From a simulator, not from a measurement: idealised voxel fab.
process module | voxel capacitor over wiring
cross-section cut | 200 nm wide | cells 5 nm
A cross-section is a grid of square cells, given in bands from the top down. A band is one or more rows of cells.
Each band's line starts with the height of the band's top and of its bottom, in nm. Then come its materials from left to right, each with its width in nm. One material with "throughout" fills the band from edge to edge. "air" is empty space.
Height 0 is the level under which the wafer as received is all one material. The lowest band goes on downwards, as in "0 down".
A width such as "30 to 40" changes by the same amount from each row of cells to the next, from the band's top row to its bottom row.
"no change" after a step means that no cell of the cross-section changed.
closed voids: empty space of 8 cells or more with no open way to the top, each as width x height at its distance from the left edge, in nm
after a step's settings: what the simulator itself notes on the step
overlay nm, on a step with a mask: how far to the right of its planned place the mask lay; to the left if negative
Each pair below shows a cross-section before one step and the cross-section after it, down to the lowest band that changed. The line under each pair gives the step between them, with its settings. The pairs can come from different runs of this module on the same starting wafer, so a pair continues from the pair above only where its "before" says so.
before
  140 to 110: resist 60 | air 15 | resist 125
  110 to 100: aC throughout
  100 to 85: SiO2 throughout
  85 to 75: SiO2 50 | TiN 75 | SiO2 75
  75 to 70: SiO2 50 | HfO2 75 | SiO2 75
  70 to 65: SiCN throughout
  65 to 45: SiO2 50 | Ru 15 | SiO2 135
  45 to 40: SiCN 50 | Ru 15 | SiCN 135
  40 to 15: SiO2 40 | W 25 | SiO2 70 | W 25 | SiO2 40
  15 to 10: SiO2 40 | TiN 25 | SiO2 70 | TiN 25 | SiO2 40
  10 to 0: SiO2 throughout
  0 down: Si throughout
  closed voids: none
after
  130 to 110: resist 60 | air 15 | resist 125
  110 to 100: aC 60 | air 15 | aC 125
  below 100: unchanged
  closed voids: none
the step between: op DIRECTIONAL_ETCH | etch materials aC | depth nm 10
before: the cross-section after the pair above
after
  110 to 100: aC 60 | air 15 | aC 125
  below 100: unchanged
  closed voids: none
the step between: op STRIP | etch materials resist
before: the cross-section after the pair above
after
  110 to 100: aC 60 | air 15 | aC 125
  100 to 85: SiO2 60 | air 15 | SiO2 125
  below 85: unchanged
  closed voids: none
the step between: op DIRECTIONAL_ETCH | etch materials SiO2 | depth nm 15
before: the cross-section after the pair above
after
  100 to 85: SiO2 60 | air 15 | SiO2 125
  below 85: unchanged
  closed voids: none
the step between: op STRIP | etch materials aC
before: the cross-section after the pair above
after
  105 to 100: TiN 65 | air 5 | TiN 130
  100 to 90: SiO2 60 | TiN 5 | air 5 | TiN 5 | SiO2 125
  90 to 85: SiO2 60 | TiN 15 | SiO2 125
  below 85: unchanged
  closed voids: none
the step between: op CONFORMAL_DEP | material TiN | thk nm 5
before: the cross-section after the pair above
after
  110 to 105: Ru throughout
  105 to 100: TiN 65 | Ru 5 | TiN 130
  100 to 90: SiO2 60 | TiN 5 | Ru 5 | TiN 5 | SiO2 125
  below 90: unchanged
  closed voids: none
the step between: op FILL_DEP | material Ru | thk nm 5
before: the cross-section after the pair above
after
  100 to 90: SiO2 60 | TiN 5 | Ru 5 | TiN 5 | SiO2 125
  below 90: unchanged
  closed voids: none
the step between: op CMP | height nm 100
before: the cross-section after the pair above
after
  105 to 100: SiN throughout
  below 100: unchanged
  closed voids: none
the step between: op CONFORMAL_DEP | material SiN | thk nm 5
before
  85 to 75: TiN throughout
  75 to 70: HfO2 throughout
  70 to 65: TiN throughout
  65 to 45: SiO2 50 | Ru 15 | SiO2 135
  45 to 40: SiCN 50 | Ru 15 | SiCN 135
  40 to 15: SiO2 40 | W 25 | SiO2 70 | W 25 | SiO2 40
  15 to 10: SiO2 40 | TiN 25 | SiO2 70 | TiN 25 | SiO2 40
  10 to 0: SiO2 throughout
  0 down: Si throughout
  closed voids: none
after
  105 to 85: resist 50 | air 75 | resist 75
  below 85: unchanged
  closed voids: none
the step between: op PATTERN | tone open | mask id UPPER_PLATE | material resist | width nm 75 | thk nm 20 | overlay nm 0
before: the cross-section after the pair above
after
  105 to 85: resist 50 | air 75 | resist 75
  85 to 75: TiN 50 | air 75 | TiN 75
  below 75: unchanged
  closed voids: none
the step between: op DIRECTIONAL_ETCH | etch materials TiN | depth nm 10
before: the cross-section after the pair above
after
  105 to 85: resist 50 | air 75 | resist 75
  85 to 75: TiN 50 | air 75 | TiN 75
  75 to 70: HfO2 50 | air 75 | HfO2 75
  below 70: unchanged
  closed voids: none
the step between: op DIRECTIONAL_ETCH | etch materials HfO2 | depth nm 5
before: the cross-section after the pair above
after
  85 to 75: TiN 50 | air 75 | TiN 75
  below 75: unchanged
  closed voids: none
the step between: op STRIP | etch materials resist
before: the cross-section after the pair above
after
  95 to 85: aC 50 | air 75 | aC 75
  85 to 80: TiN 50 | air 75 | TiN 75
  80 to 75: TiN 50 | aC 75 | TiN 75
  75 to 70: HfO2 50 | aC 75 | HfO2 75
  below 70: unchanged
  closed voids: none
the step between: op DIRECTIONAL_DEP | material aC | thk nm 10
before: the cross-section after the pair above
after
  125 to 95: air 45 | resist 85 | air 70
  95 to 85: aC 50 | resist 75 | aC 75
  85 to 80: TiN 50 | resist 75 | TiN 75
  below 80: unchanged
  closed voids: none
the step between: op PATTERN | tone cover | mask id LOWER_PLATE | material resist | width nm 85 | thk nm 30 | overlay nm 0
before: the cross-section after the pair above
after
  115 to 95: air 45 | resist 85 | air 70
  95 to 85: air 45 | aC 5 | resist 75 | aC 5 | air 70
  below 85: unchanged
  closed voids: none
the step between: op DIRECTIONAL_ETCH | etch materials aC | depth nm 10
before: the cross-section after the pair above
after
  95 to 85: air 45 | aC 5 | air 75 | aC 5 | air 70
  85 to 80: TiN 50 | air 75 | TiN 75
  below 80: unchanged
  closed voids: none
the step between: op STRIP | etch materials resist
before: the cross-section after the pair above
after
  95 to 85: air 45 | aC 5 | air 75 | aC 5 | air 70
  85 to 80: air 45 | TiN 5 | air 75 | TiN 5 | air 70
  below 80: unchanged
  closed voids: none
the step between: op DIRECTIONAL_ETCH | etch materials TiN | depth nm 5
before: the cross-section after the pair above
after
  85 to 80: air 45 | TiN 5 | air 75 | TiN 5 | air 70
  80 to 75: TiN 50 | air 75 | TiN 75
  75 to 70: HfO2 50 | air 75 | HfO2 75
  below 70: unchanged
  closed voids: none
the step between: op STRIP | etch materials aC
before: the cross-section after the pair above
after
  105 to 85: SiO2 throughout
  85 to 80: SiO2 45 | TiN 5 | SiO2 75 | TiN 5 | SiO2 70
  80 to 75: TiN 50 | SiO2 75 | TiN 75
  75 to 70: HfO2 50 | SiO2 75 | HfO2 75
  below 70: unchanged
  closed voids: none
the step between: op FILL_DEP | material SiO2 | thk nm 20
before: the cross-section after the pair above
after
  100 to 85: SiO2 throughout
  below 85: unchanged
  closed voids: none
the step between: op CMP | height nm 100
before: the cross-section after the pair above
after
  110 to 100: aC throughout
  below 100: unchanged
  closed voids: none
the step between: op DIRECTIONAL_DEP | material aC | thk nm 10
before: the cross-section after the pair above
after
  140 to 110: resist 60 | air 15 | resist 125
  below 110: unchanged
  closed voids: none
the step between: op PATTERN | tone open | mask id PLUG_2 | material resist | width nm 15 | thk nm 30 | overlay nm 0
before: the cross-section after the pair above
after
  130 to 110: resist 60 | air 15 | resist 125
  110 to 100: aC 60 | air 15 | aC 125
  below 100: unchanged
  closed voids: none
the step between: op DIRECTIONAL_ETCH | etch materials aC | depth nm 10
before: the cross-section after the pair above
after
  110 to 100: aC 60 | air 15 | aC 125
  below 100: unchanged
  closed voids: none
the step between: op STRIP | etch materials resist
before: the cross-section after the pair above
after
  110 to 100: aC 60 | air 15 | aC 125
  100 to 85: SiO2 60 | air 15 | SiO2 125
  below 85: unchanged
  closed voids: none
the step between: op DIRECTIONAL_ETCH | etch materials SiO2 | depth nm 15
before: the cross-section after the pair above
after
  100 to 85: SiO2 60 | air 15 | SiO2 125
  below 85: unchanged
  closed voids: none
the step between: op STRIP | etch materials aC
before: the cross-section after the pair above
after
  105 to 100: TiN 65 | air 5 | TiN 130
  100 to 90: SiO2 60 | TiN 5 | air 5 | TiN 5 | SiO2 125
  90 to 85: SiO2 60 | TiN 15 | SiO2 125
  below 85: unchanged
  closed voids: none
the step between: op CONFORMAL_DEP | material TiN | thk nm 5
before: the cross-section after the pair above
after
  110 to 105: Ru throughout
  105 to 100: TiN 65 | Ru 5 | TiN 130
  100 to 90: SiO2 60 | TiN 5 | Ru 5 | TiN 5 | SiO2 125
  below 90: unchanged
  closed voids: none
the step between: op FILL_DEP | material Ru | thk nm 5
before: the cross-section after the pair above
after
  100 to 90: SiO2 60 | TiN 5 | Ru 5 | TiN 5 | SiO2 125
  below 90: unchanged
  closed voids: none
the step between: op CMP | height nm 100
before: the cross-section after the pair above
after
  105 to 100: SiN throughout
  below 100: unchanged
  closed voids: none
the step between: op CONFORMAL_DEP | material SiN | thk nm 5
